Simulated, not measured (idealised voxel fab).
process module | voxel capacitor over wiring
cross-section cut | 295 nm wide | cells 5 nm
A cross-section is a grid of square cells, given in bands from the top down. A band is one or more rows of cells.
Each band's line starts with the height of the band's top and of its bottom, in nm. Then come its materials from left to right, each with its width in nm. One material with "throughout" fills the band from edge to edge. "air" is empty space.
Height 0 is the level under which the wafer as received is all one material. The lowest band goes on downwards, as in "0 down".
A width such as "30 to 40" changes by the same amount from each row of cells to the next, from the band's top row to its bottom row.
"no change" after a step means that no cell of the cross-section changed.
closed voids: empty space of 8 cells or more with no open way to the top, each as width x height at its distance from the left edge, in nm
after a step's settings: what the simulator itself notes on the step
overlay nm, on a step with a mask: how far to the right of its planned place the mask lay; to the left if negative
plan
1 op RECEIVE | material Si
2 op CONFORMAL_DEP | material SiO2 | thk nm 10
3 op DIRECTIONAL_DEP | material TiN | thk nm 5
4 op DIRECTIONAL_DEP | material W | thk nm 25
5 op MASKED_ETCH | tone cover | mask id METAL_1 | width nm 20 | pitch nm 80 | etch materials W | depth nm 25 | overlay nm 0
6 op MASKED_ETCH | tone cover | mask id METAL_1 | width nm 20 | pitch nm 80 | etch materials TiN | depth nm 5 | overlay nm 0
7 op FILL_DEP | material SiO2 | thk nm 5
8 op CMP | height nm 40
9 op CONFORMAL_DEP | material SiCN | thk nm 5
10 op DIRECTIONAL_DEP | material SiO2 | thk nm 15
11 op DIRECTIONAL_DEP | material aC | thk nm 10
12 op PATTERN | tone open | mask id PLUG_1 | material resist | width nm 15 | thk nm 25 | overlay nm 0
13 op DIRECTIONAL_ETCH | etch materials aC | depth nm 10
14 op STRIP | etch materials resist
15 op DIRECTIONAL_ETCH | etch materials SiO2 | depth nm 15
16 op DIRECTIONAL_ETCH | etch materials SiCN | depth nm 5
17 op STRIP | etch materials aC
18 op EPI | material Ru | thk nm 10
19 op EPI | material Ru | thk nm 10
20 op DIRECTIONAL_DEP | material TiN | thk nm 5
21 op DIRECTIONAL_DEP | material Al2O3 | thk nm 5
22 op DIRECTIONAL_DEP | material TiN | thk nm 10
23 op MASKED_ETCH | tone cover | mask id UPPER_PLATE | width nm 65 | etch materials TiN | depth nm 10 | overlay nm 0
24 op MASKED_ETCH | tone cover | mask id UPPER_PLATE | width nm 65 | etch materials Al2O3 | depth nm 5 | overlay nm 0
25 op PATTERN | tone cover | mask id LOWER_PLATE | material resist | width nm 75 | thk nm 15 | overlay nm 0
26 op DIRECTIONAL_ETCH | etch materials TiN | depth nm 5
27 op STRIP | etch materials resist
28 op FILL_DEP | material SiO2 | thk nm 20
29 op CMP | height nm 95
30 op DIRECTIONAL_DEP | material aC | thk nm 15
31 op PATTERN | tone open | mask id PLUG_2 | material resist | width nm 15 | thk nm 30 | overlay nm 0
32 op DIRECTIONAL_ETCH | etch materials aC | depth nm 15
33 op STRIP | etch materials resist
34 op DIRECTIONAL_ETCH | etch materials SiO2 | depth nm 15
35 op STRIP | etch materials aC
36 op CONFORMAL_DEP | material TiN | thk nm 5
37 op FILL_DEP | material Ru | thk nm 5
38 op CMP | height nm 95
39 op CONFORMAL_DEP | material SiCN | thk nm 5
as received, after step 1
  0 down: Si throughout
  closed voids: none
a wafer at the end: this start, this plan, one mistake
  100 to 95: SiCN throughout
  95 to 85: SiO2 110 | TiN 5 | Ru 5 | TiN 5 | SiO2 170
  85 to 80: SiO2 110 | TiN 15 | SiO2 170
  80 to 70: SiO2 100 | TiN 65 | SiO2 130
  70 to 65: SiO2 100 | Al2O3 65 | SiO2 130
  65 to 60: SiO2 95 | TiN 75 | SiO2 125
  60 to 45: SiO2 100 | Ru 15 | SiO2 180
  45 to 40: SiCN 100 | Ru 15 | SiCN 180
  40 to 15: SiO2 95 | W 20 | SiO2 60 | W 20 | SiO2 100
  15 to 10: SiO2 90 | TiN 25 | SiO2 55 | TiN 25 | SiO2 100
  10 to 0: SiO2 throughout
  0 down: Si throughout
  closed voids: none
what went wrong: step 6 ran as: op MASKED_ETCH | tone cover | mask id METAL_1 | width nm 20 | pitch nm 80 | etch materials TiN | depth nm 5 | overlay nm -5
